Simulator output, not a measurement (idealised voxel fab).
Module name: voxel transistor to metal (process module)
Shown is cross-section cut, with a width of 275 nm and square cells of size 5 nm.
A cross-section in this document is a grid of square cells, and it is written down as bands, the top band listed before the ones below it; a band is made up of one or more rows of cells. Each band's line starts with the height of the band's top and of its bottom, in nm. Then come its materials from left to right, each with its width in nm. One material with "all across" fills the band from edge to edge. "blank" is empty space. Heads up on the height convention: 0 is the point under which the incoming wafer is all one material, and the lowest band has no bottom, it just keeps going down, like "top 0, no bottom". Width "30 to 40": first value at the band's top row of cells, second value at its bottom row, equal change from row to row. "nothing different" (step): cross-section cells unchanged, all of them. "Voids, sealed" contains a list of empty spaces, each no smaller than 8 cells and without an open way to the top, written in the form width x height at distance with the distance from the left edge and all three in nm. Read whatever lies past the settings on a step's line as the simulator's own remark about the step. overlay nm: right-of-plan distance of the mask on a masked step; negative values mean left-of-plan.
## These are the steps we planned for the process
1: RECEIVE with material Si
2: CONFORMAL_DEP with material SiO2, thk nm 5
3: CONFORMAL_DEP with material SiN, thk nm 10
4: DIRECTIONAL_DEP with material aC, thk nm 15
5: PATTERN with tone cover, mask id ACTIVE, material resist, width nm 85, pitch nm 110, thk nm 35, overlay nm 0
6: DIRECTIONAL_ETCH with etch materials aC, depth nm 15
7: STRIP with etch materials resist
8: DIRECTIONAL_ETCH with etch materials SiN, depth nm 10
9: DIRECTIONAL_ETCH with etch materials SiO2, depth nm 5
10: DIRECTIONAL_ETCH with etch materials Si, depth nm 25
11: STRIP with etch materials aC
12: FILL_DEP with material SiO2, thk nm 5
13: CMP with height nm 15
14: SELECTIVE_ETCH with etch materials SiO2, depth nm 5
15: STRIP with etch materials SiN
16: SELECTIVE_ETCH with etch materials SiO2, depth nm 5
17: OXIDIZE with depth nm 5
18: DIRECTIONAL_DEP with material polySi, thk nm 30
19: DIRECTIONAL_DEP with material SiCN, thk nm 10
20: MASKED_ETCH with tone cover, mask id GATE, width nm 15, pitch nm 110, etch materials SiCN, depth nm 20, overlay nm 0
21: MASKED_ETCH with tone cover, mask id GATE, width nm 15, pitch nm 110, etch materials polySi, depth nm 40, overlay nm 0
22: CONFORMAL_DEP with material SiN, thk nm 10
23: DIRECTIONAL_ETCH with etch materials SiN, depth nm 10
24: DIRECTIONAL_ETCH with etch materials SiO2, depth nm 5
25: DIRECTIONAL_ETCH with etch materials Si, depth nm 15
26: EPI with material nSi, thk nm 20
27: FILL_DEP with material SiO2, thk nm 10
28: CMP with height nm 40
29: DIRECTIONAL_DEP with material SiO2, thk nm 15
30: PATTERN with tone open, mask id CONTACT, material resist, width nm 25, thk nm 20, overlay nm 0
31: DIRECTIONAL_ETCH with etch materials SiO2, depth nm 40
32: STRIP with etch materials resist
33: CONFORMAL_DEP with material TiN, thk nm 5
34: FILL_DEP with material W, thk nm 5
35: CMP with height nm 55
36: DIRECTIONAL_DEP with material TiN, thk nm 5
37: DIRECTIONAL_DEP with material Ru, thk nm 25
38: MASKED_ETCH with tone cover, mask id METAL_1, width nm 15, etch materials Ru, depth nm 25, overlay nm 0
39: MASKED_ETCH with tone cover, mask id METAL_1, width nm 15, etch materials TiN, depth nm 5, overlay nm 0
40: CONFORMAL_DEP with material SiCN, thk nm 5
41: FILL_DEP with material SiO2, thk nm 5
42: CMP with height nm 85
43: CONFORMAL_DEP with material SiCN, thk nm 5
44: DIRECTIONAL_DEP with material SiO2, thk nm 30
45: DIRECTIONAL_DEP with material aC, thk nm 15
46: PATTERN with tone open, mask id METAL_2, material resist, width nm 15, pitch nm 110, thk nm 30, overlay nm 0
47: DIRECTIONAL_ETCH with etch materials aC, depth nm 15
48: STRIP with etch materials resist
49: DIRECTIONAL_ETCH with etch materials SiO2, depth nm 15
50: STRIP with etch materials aC
51: DIRECTIONAL_DEP with material aC, thk nm 15
52: PATTERN with tone open, mask id METAL_2_HOLES, material resist, width nm 15, pitch nm 110, thk nm 35, overlay nm 0
53: DIRECTIONAL_ETCH with etch materials aC, depth nm 15
54: STRIP with etch materials resist
55: DIRECTIONAL_ETCH with etch materials SiO2, depth nm 15
56: DIRECTIONAL_ETCH with etch materials SiCN, depth nm 5
57: STRIP with etch materials aC
58: CONFORMAL_DEP with material TiN, thk nm 5
59: FILL_DEP with material Ru, thk nm 5
60: CMP with height nm 120
61: CONFORMAL_DEP with material SiCN, thk nm 5
## Wafer as received: cross-section following step 1
	top 0, no bottom = Si all across
	Voids, sealed: none
## Wafer cross-section at module end: first of two, run to plan
	top 125, bottom 120 = SiCN all across
	top 120, bottom 90 = SiO2 (45) | TiN (5) | Ru (5) | TiN (5) | SiO2 (95) | TiN (5) | Ru (5) | TiN (5) | SiO2 (105)
	top 90, bottom 85 = SiCN (45) | TiN (15) | SiCN (95) | TiN (15) | SiCN (105)
	top 85, bottom 60 = SiO2 (40) | SiCN (5) | Ru (15) | SiCN (5) | SiO2 (35) | SiCN (5) | Ru (15) | SiCN (5) | SiO2 (25) | SiCN (5) | Ru (15) | SiCN (5) | SiO2 (35) | SiCN (5) | Ru (15) | SiCN (5) | SiO2 (40)
	top 60, bottom 55 = SiCN (45) | TiN (15) | SiCN (45) | TiN (15) | SiCN (35) | TiN (15) | SiCN (45) | TiN (15) | SiCN (45)
	top 55, bottom 45 = SiO2 (45) | TiN (5) | W (15) | TiN (5) | SiO2 (25) | TiN (5) | W (15) | TiN (5) | SiO2 (35) | TiN (5) | W (15) | TiN (5) | SiO2 (25) | TiN (5) | W (15) | TiN (5) | SiO2 (45)
	top 45, bottom 40 = SiO2 (45) | TiN (5) | W (10) | TiN (10) | SiO2 (25) | TiN (10) | W (10) | TiN (5) | SiO2 (35) | TiN (5) | W (10) | TiN (10) | SiO2 (25) | TiN (10) | W (10) | TiN (5) | SiO2 (45)
	top 40, bottom 30 = SiO2 (45) | TiN (5) | W (10) | TiN (5) | SiN (10) | SiCN (15) | SiN (10) | TiN (5) | W (10) | TiN (5) | SiO2 (35) | TiN (5) | W (10) | TiN (5) | SiN (10) | SiCN (15) | SiN (10) | TiN (5) | W (10) | TiN (5) | SiO2 (45)
	top 30, bottom 20 = SiO2 (45) | TiN (5) | W (10) | TiN (5) | SiN (10) | polySi (15) | SiN (10) | TiN (5) | W (10) | TiN (5) | SiO2 (35) | TiN (5) | W (10) | TiN (5) | SiN (10) | polySi (15) | SiN (10) | TiN (5) | W (10) | TiN (5) | SiO2 (45)
	top 20, bottom 15 = SiO2 (45) | TiN (20) | SiN (10) | polySi (15) | SiN (10) | TiN (20) | SiO2 (35) | TiN (20) | SiN (10) | polySi (15) | SiN (10) | TiN (20) | SiO2 (45)
	top 15, bottom 5 = SiO2 (35) | nSi (30) | SiN (10) | polySi (15) | SiN (10) | nSi (30) | SiO2 (15) | nSi (30) | SiN (10) | polySi (15) | SiN (10) | nSi (30) | SiO2 (35)
	top 5, bottom 0 = SiO2 (35) | SiN (10) | nSi (20) | SiN (10) | polySi (15) | SiN (10) | nSi (20) | SiN (10) | SiO2 (15) | SiN (10) | nSi (20) | SiN (10) | polySi (15) | SiN (10) | nSi (20) | SiN (10) | SiO2 (35)
	top 0, bottom -5 = SiO2 (45) | nSi (20) | SiO2 (35) | nSi (20) | SiO2 (35) | nSi (20) | SiO2 (35) | nSi (20) | SiO2 (45)
	top -5, bottom -20 = SiO2 (40) | Si (5) | nSi (20) | Si (35) | nSi (20) | Si (5) | SiO2 (25) | Si (5) | nSi (20) | Si (35) | nSi (20) | Si (5) | SiO2 (40)
	top -20, bottom -25 = SiO2 (40) | Si (85) | SiO2 (25) | Si (85) | SiO2 (40)
	top -25, no bottom = Si all across
	Voids, sealed: none
## Presented here is a cross-section of the second of the two wafers as it stood at the end of the module. It was started in the same manner and assigned the same plan as the first wafer; however, one mistake was made in its execution
	top 125, bottom 120 = SiCN all across
	top 120, bottom 115 = SiCN (45) | TiN (15) | SiCN (95) | TiN (15) | SiCN (105)
	top 115, bottom 85 = SiO2 all across
	top 85, bottom 60 = SiO2 (40) | SiCN (5) | Ru (15) | SiCN (5) | SiO2 (35) | SiCN (5) | Ru (15) | SiCN (5) | SiO2 (25) | SiCN (5) | Ru (15) | SiCN (5) | SiO2 (35) | SiCN (5) | Ru (15) | SiCN (5) | SiO2 (40)
	top 60, bottom 55 = SiCN (45) | TiN (15) | SiCN (45) | TiN (15) | SiCN (35) | TiN (15) | SiCN (45) | TiN (15) | SiCN (45)
	top 55, bottom 45 = SiO2 (45) | TiN (5) | W (15) | TiN (5) | SiO2 (25) | TiN (5) | W (15) | TiN (5) | SiO2 (35) | TiN (5) | W (15) | TiN (5) | SiO2 (25) | TiN (5) | W (15) | TiN (5) | SiO2 (45)
	top 45, bottom 40 = SiO2 (45) | TiN (5) | W (10) | TiN (10) | SiO2 (25) | TiN (10) | W (10) | TiN (5) | SiO2 (35) | TiN (5) | W (10) | TiN (10) | SiO2 (25) | TiN (10) | W (10) | TiN (5) | SiO2 (45)
	top 40, bottom 30 = SiO2 (45) | TiN (5) | W (10) | TiN (5) | SiN (10) | SiCN (15) | SiN (10) | TiN (5) | W (10) | TiN (5) | SiO2 (35) | TiN (5) | W (10) | TiN (5) | SiN (10) | SiCN (15) | SiN (10) | TiN (5) | W (10) | TiN (5) | SiO2 (45)
	top 30, bottom 20 = SiO2 (45) | TiN (5) | W (10) | TiN (5) | SiN (10) | polySi (15) | SiN (10) | TiN (5) | W (10) | TiN (5) | SiO2 (35) | TiN (5) | W (10) | TiN (5) | SiN (10) | polySi (15) | SiN (10) | TiN (5) | W (10) | TiN (5) | SiO2 (45)
	top 20, bottom 15 = SiO2 (45) | TiN (20) | SiN (10) | polySi (15) | SiN (10) | TiN (20) | SiO2 (35) | TiN (20) | SiN (10) | polySi (15) | SiN (10) | TiN (20) | SiO2 (45)
	top 15, bottom 5 = SiO2 (35) | nSi (30) | SiN (10) | polySi (15) | SiN (10) | nSi (30) | SiO2 (15) | nSi (30) | SiN (10) | polySi (15) | SiN (10) | nSi (30) | SiO2 (35)
	top 5, bottom 0 = SiO2 (35) | SiN (10) | nSi (20) | SiN (10) | polySi (15) | SiN (10) | nSi (20) | SiN (10) | SiO2 (15) | SiN (10) | nSi (20) | SiN (10) | polySi (15) | SiN (10) | nSi (20) | SiN (10) | SiO2 (35)
	top 0, bottom -5 = SiO2 (45) | nSi (20) | SiO2 (35) | nSi (20) | SiO2 (35) | nSi (20) | SiO2 (35) | nSi (20) | SiO2 (45)
	top -5, bottom -20 = SiO2 (40) | Si (5) | nSi (20) | Si (35) | nSi (20) | Si (5) | SiO2 (25) | Si (5) | nSi (20) | Si (35) | nSi (20) | Si (5) | SiO2 (40)
	top -20, bottom -25 = SiO2 (40) | Si (85) | SiO2 (25) | Si (85) | SiO2 (40)
	top -25, no bottom = Si all across
	Voids, sealed: none
In executing the process, a mistake was made relative to the plan: steps 43 and 44 got flipped, so each one ran where the other should have
at the end the second wafer has, in cells: Ru: 12 fewer; SiO2: 36 more; TiN: 24 fewer
